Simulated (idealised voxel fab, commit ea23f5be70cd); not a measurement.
The document below concerns the process module designated voxel gate over fins.
The cross-section shown here is cut; it is 255 nm wide and divided into square cells measuring 5 nm on a side.
Each cross-section below is a grid of square cells, stated as bands in top-down order, with one or more rows of cells making up each band. For a band, the entry starts with two heights in nm, that of the top and then that of the bottom, and carries on with the band's materials in order from left to right, each alongside its width in nm; the word "everywhere" beside a single material means it fills the band edge to edge, and "air" means empty space. Heights are expressed relative to 0, this being the level below which the as-received wafer comprises one material exclusively. The lowest band is unbounded in the downward direction and is denoted as in "top 0, no bottom". Graded width ("30 to 40"): value in top row of band = first number; value in bottom row = second number; row-to-row change constant. What does "identical to before" mean for a step? It means no cell of the cross-section changed in that step. So "Closed void inventory" is basically the list of trapped voids: any empty space of 8 cells or more that can't reach the top through an opening. They're written width x height at distance, the distance being from the left edge, and it's all nm. Note: text after step settings on the step line = simulator remark on that step. Steps that use a mask can have "overlay nm" on their line. It says how far the mask sat to the right of where it was meant to be. Negative means to the left.

# Process steps - plan
step 1: RECEIVE | material Si
step 2: CONFORMAL_DEP | material SiN | thk nm 10
step 3: MASKED_ETCH | tone cover | mask id FINS | width nm 15 | pitch nm 55 | etch materials SiN | depth nm 10 | overlay nm 0
step 4: MASKED_ETCH | tone cover | mask id FINS | width nm 15 | pitch nm 55 | etch materials Si | depth nm 40 | overlay nm 0
step 5: OXIDIZE | depth nm 5
step 6: FILL_DEP | material SiO2 | thk nm 10
step 7: CMP | height nm 10
step 8: DIRECTIONAL_DEP | material aC | thk nm 10
step 9: PATTERN | tone open | mask id RAIL | material resist | width nm 15 | thk nm 30 | overlay nm 0
step 10: DIRECTIONAL_ETCH | etch materials aC | depth nm 10
step 11: STRIP | etch materials resist
step 12: DIRECTIONAL_ETCH | etch materials SiO2 | depth nm 45
step 13: STRIP | etch materials aC
step 14: CONFORMAL_DEP | material TiN | thk nm 5
step 15: FILL_DEP | material W | thk nm 10
step 16: CMP | height nm 10
step 17: SELECTIVE_ETCH | etch materials W Ru TiN | depth nm 35
step 18: FILL_DEP | material SiO2 | thk nm 5
step 19: CMP | height nm 10
step 20: SELECTIVE_ETCH | etch materials SiO2 | depth nm 25
step 21: STRIP | etch materials SiN
step 22: CONFORMAL_DEP | material HfO2 | thk nm 5
step 23: CONFORMAL_DEP | material TiN | thk nm 5
step 24: FILL_DEP | material W | thk nm 15
step 25: CMP | height nm 20
step 26: CONFORMAL_DEP | material SiCN | thk nm 10

# Here's what the wafer looked like in cross-section when it arrived - that's after step 1
- top 0, no bottom  Si everywhere
- Closed void inventory: none

# One mistake in running the module, otherwise start and plan as above: cross-section at the end
- top 30, bottom 20  SiCN everywhere
- top 20, bottom 10  W everywhere
- top 10, bottom 5  40 nm TiN; 5 nm W; 50 nm TiN; 5 nm W; 50 nm TiN; 5 nm W; 50 nm TiN; 5 nm W; 45 nm TiN
- top 5, bottom 0  35 nm HfO2; 15 nm TiN; 40 nm HfO2; 15 nm TiN; 40 nm HfO2; 15 nm TiN; 40 nm HfO2; 15 nm TiN; 40 nm HfO2
- top 0, bottom -5  30 nm Si; 25 nm HfO2; 30 nm Si; 25 nm HfO2; 30 nm Si; 25 nm HfO2; 30 nm Si; 25 nm HfO2; 35 nm Si
- top -5, no bottom  Si everywhere
- Closed void inventory: none
Which mistake was made when the wafer was run? for step 3, the planned setting was not used; the step was instead run as MASKED_ETCH | tone open | mask id FINS | width nm 15 | pitch nm 55 | etch materials SiN | depth nm 10 | overlay nm 0
